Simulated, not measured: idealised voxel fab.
Module name: voxel fin reveal (process module)
Xsec cut, 150 nm wide, square cell size 5 nm.
Cross-section format: a grid of square cells, given as bands from top to bottom; each band is one or more rows of cells. A band entry consists of two parts. The first gives the height of the band's top and the height of its bottom, in nm. The rest lists the band's materials from left to right, each with its width in nm. A single material labelled with the word "full width" fills the band from edge to edge, and the word "air" marks empty space. Counting heights begins at 0, where everything beneath is, in the wafer as received, one material. The lowest band has no bottom; it goes on downwards, as "top 0, no bottom" shows. The width entry "30 to 40" should be interpreted row by row: the top row of cells in the band takes the first number, the bottom row takes the second number, and the change between adjacent rows is uniform throughout. Basically "remained the same" means that step didn't change any cell in the cross-section. Heads up: "Closed cavities" only lists the empty pockets with no open path to the top that are 8 cells or more, and it writes them as width x height at distance, distance from the left edge, in nm. The remark found on a step's line after its settings is issued by the simulator itself and pertains to that step. overlay nm, on a step with a mask: how far to the right of its planned place the mask lay; to the left if negative.

**Planned step list for the process**
1 op RECEIVE | material Si
2 op CONFORMAL_DEP | material SiN | thk nm 10
3 op PATTERN | tone cover | mask id FINS | material resist | width nm 15 | pitch nm 40 | thk nm 15 | overlay nm -10
4 op DIRECTIONAL_ETCH | etch materials SiN | depth nm 10
5 op DIRECTIONAL_ETCH | etch materials Si | depth nm 30
6 op STRIP | etch materials resist
7 op FILL_DEP | material SiO2 | thk nm 5
8 op CMP | height nm 10
9 op SELECTIVE_ETCH | etch materials SiO2 | depth nm 25
10 op STRIP | etch materials SiN
11 op CONFORMAL_DEP | material HfO2 | thk nm 5
The plan shows the overlay nm of step 3 as the first wafer had it; this setting differs between the wafers, which start out alike.

**Cross-section of the first of several wafers on receipt, reflecting completion of step 1**
top 0, no bottom = Si full width
Closed cavities: none

**Take any row and you have a wafer at the end of the module: how many cells of each material it has gained (+) or lost (-) since it was received, and then its closed voids**
overlay nm -10 | +48 HfO2 | -126 Si | +63 SiO2 | Closed cavities: none
overlay nm -5 | +48 HfO2 | -126 Si | +63 SiO2 | Closed cavities: none
overlay nm 0 | +48 HfO2 | -126 Si | +63 SiO2 | Closed cavities: none
overlay nm 5 | +48 HfO2 | -126 Si | +63 SiO2 | Closed cavities: none
overlay nm 10 | +48 HfO2 | -126 Si | +63 SiO2 | Closed cavities: none
overlay nm 15 | +48 HfO2 | -126 Si | +63 SiO2 | Closed cavities: none
